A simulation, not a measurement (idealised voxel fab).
process module | voxel wiring stack
Cross-section cut: width 285 nm, square cells of 5 nm.
The cross-sections in this document take the form of a grid made of square cells. They are written out as bands, in order from top to bottom. Each band consists of one or more rows of cells.
Each band's line starts with the height of the band's top and of its bottom, in nm. Then come its materials from left to right, each with its width in nm. One material with "all across" fills the band from edge to edge. "blank" is empty space.
Heights are expressed relative to 0, this being the level below which the as-received wafer comprises one material exclusively. The lowest band is unbounded in the downward direction and is denoted as in "0 down".
Think of "30 to 40" as a width that walks from the first number to the second as you go down the band, top row to bottom row, taking equal-sized steps from row to row.
For the purposes of this document, the phrase "no alterations made" attached to a step denotes that no cell within the cross-section was modified by that step.
This entry, "Unvented internal voids", enumerates those empty regions of no fewer than 8 cells that possess no open connection to the top. Each region is reported in the form width x height at distance, the distance being taken from the left edge, with all three quantities expressed in nm.
That trailing text on a step's line, after the settings, is the simulator's own remark on the step.
overlay nm: where the mask lay relative to plan, measured to the right, on steps with a mask; negatives go left.
These are the steps we planned for the process:
- 1: RECEIVE: material Si
- 2: CONFORMAL_DEP: material SiO2, thk nm 15
- 3: CONFORMAL_DEP: material SiCN, thk nm 5
- 4: DIRECTIONAL_DEP: material lowk, thk nm 15
- 5: DIRECTIONAL_DEP: material aC, thk nm 10
- 6: PATTERN: tone open, mask id METAL_1, material resist, width nm 20, pitch nm 50, thk nm 30, overlay nm 0
- 7: DIRECTIONAL_ETCH: etch materials aC, depth nm 10
- 8: STRIP: etch materials resist
- 9: DIRECTIONAL_ETCH: etch materials lowk, depth nm 15
- 10: DIRECTIONAL_ETCH: etch materials SiCN, depth nm 5
- 11: STRIP: etch materials aC
- 12: CONFORMAL_DEP: material TiN, thk nm 5
- 13: FILL_DEP: material Cu, thk nm 10
- 14: CMP: height nm 35
- 15: CONFORMAL_DEP: material SiCN, thk nm 5
- 16: DIRECTIONAL_DEP: material lowk, thk nm 30
- 17: PATTERN: tone open, mask id METAL_2_HOLES, material resist, width nm 15, pitch nm 50, thk nm 15, overlay nm 0
- 18: DIRECTIONAL_ETCH: etch materials lowk, depth nm 30
- 19: STRIP: etch materials resist
- 20: DIRECTIONAL_DEP: material aC, thk nm 15
- 21: PATTERN: tone open, mask id METAL_2, material resist, width nm 20, pitch nm 50, thk nm 35, overlay nm 0
- 22: DIRECTIONAL_ETCH: etch materials aC, depth nm 15
- 23: STRIP: etch materials resist
- 24: DIRECTIONAL_ETCH: etch materials lowk, depth nm 15
- 25: DIRECTIONAL_ETCH: etch materials SiCN, depth nm 5
- 26: STRIP: etch materials aC
- 27: CONFORMAL_DEP: material TiN, thk nm 5
- 28: FILL_DEP: material Cu, thk nm 5
- 29: CMP: height nm 70
- 30: CONFORMAL_DEP: material SiCN, thk nm 5
What sets these wafers apart? The width nm at step 17. They all start alike, and the plan carries the first wafer's value.
Cut through the first of several wafers as received, post step 1:
    0 down = Si all across
    Unvented internal voids: none
Last step of the module is step 30; after it, the first of several wafers in cross-section:
    75 to 70 = SiCN all across
    70 to 60 = 80 of lowk, then 5 of TiN, then 10 of Cu, then 5 of TiN, then 30 of lowk, then 5 of TiN, then 10 of Cu, then 5 of TiN, then 30 of lowk, then 5 of TiN, then 10 of Cu, then 5 of TiN, then 85 of lowk
    60 to 55 = 80 of lowk, then 5 of TiN, then 5 of Cu, then 10 of TiN, then 30 of lowk, then 5 of TiN, then 5 of Cu, then 10 of TiN, then 30 of lowk, then 5 of TiN, then 5 of Cu, then 10 of TiN, then 85 of lowk
    55 to 40 = 80 of lowk, then 5 of TiN, then 5 of Cu, then 5 of TiN, then 35 of lowk, then 5 of TiN, then 5 of Cu, then 5 of TiN, then 35 of lowk, then 5 of TiN, then 5 of Cu, then 5 of TiN, then 90 of lowk
    40 to 35 = 80 of SiCN, then 15 of TiN, then 35 of SiCN, then 15 of TiN, then 35 of SiCN, then 15 of TiN, then 90 of SiCN
    35 to 20 = 80 of lowk, then 5 of TiN, then 10 of Cu, then 5 of TiN, then 30 of lowk, then 5 of TiN, then 10 of Cu, then 5 of TiN, then 30 of lowk, then 5 of TiN, then 10 of Cu, then 5 of TiN, then 85 of lowk
    20 to 15 = 80 of SiCN, then 20 of TiN, then 30 of SiCN, then 20 of TiN, then 30 of SiCN, then 20 of TiN, then 85 of SiCN
    15 to 0 = SiO2 all across
    0 down = Si all across
    Unvented internal voids: none
Module end, final wafer: cross-section:
    75 to 70 = SiCN all across
    70 to 45 = 75 of lowk, then 5 of TiN, then 20 of Cu, then 5 of TiN, then 20 of lowk, then 5 of TiN, then 20 of Cu, then 5 of TiN, then 20 of lowk, then 5 of TiN, then 20 of Cu, then 5 of TiN, then 80 of lowk
    45 to 40 = 75 of lowk, then 10 of TiN, then 10 of Cu, then 10 of TiN, then 20 of lowk, then 10 of TiN, then 10 of Cu, then 10 of TiN, then 20 of lowk, then 10 of TiN, then 10 of Cu, then 10 of TiN, then 80 of lowk
    40 to 35 = 80 of SiCN, then 20 of TiN, then 30 of SiCN, then 20 of TiN, then 30 of SiCN, then 20 of TiN, then 85 of SiCN
    35 to 20 = 80 of lowk, then 5 of TiN, then 10 of Cu, then 5 of TiN, then 30 of lowk, then 5 of TiN, then 10 of Cu, then 5 of TiN, then 30 of lowk, then 5 of TiN, then 10 of Cu, then 5 of TiN, then 85 of lowk
    20 to 15 = 80 of SiCN, then 20 of TiN, then 30 of SiCN, then 20 of TiN, then 30 of SiCN, then 20 of TiN, then 85 of SiCN
    15 to 0 = SiO2 all across
    0 down = Si all across
    Unvented internal voids: none
So in this table every wafer gets its own row, and what you see is where it stands at the end of the module: for each material, how many cells it picked up (+) or gave up (-) since we received it, and after that its closed voids:
width nm 15; +42 Cu; +150 SiCN; +171 SiO2; +78 TiN; +414 lowk; Unvented internal voids: none
width nm 20; +54 Cu; +147 SiCN; +171 SiO2; +78 TiN; +405 lowk; Unvented internal voids: none
width nm 25; +69 Cu; +147 SiCN; +171 SiO2; +81 TiN; +387 lowk; Unvented internal voids: none
width nm 30; +84 Cu; +147 SiCN; +171 SiO2; +84 TiN; +369 lowk; Unvented internal voids: none
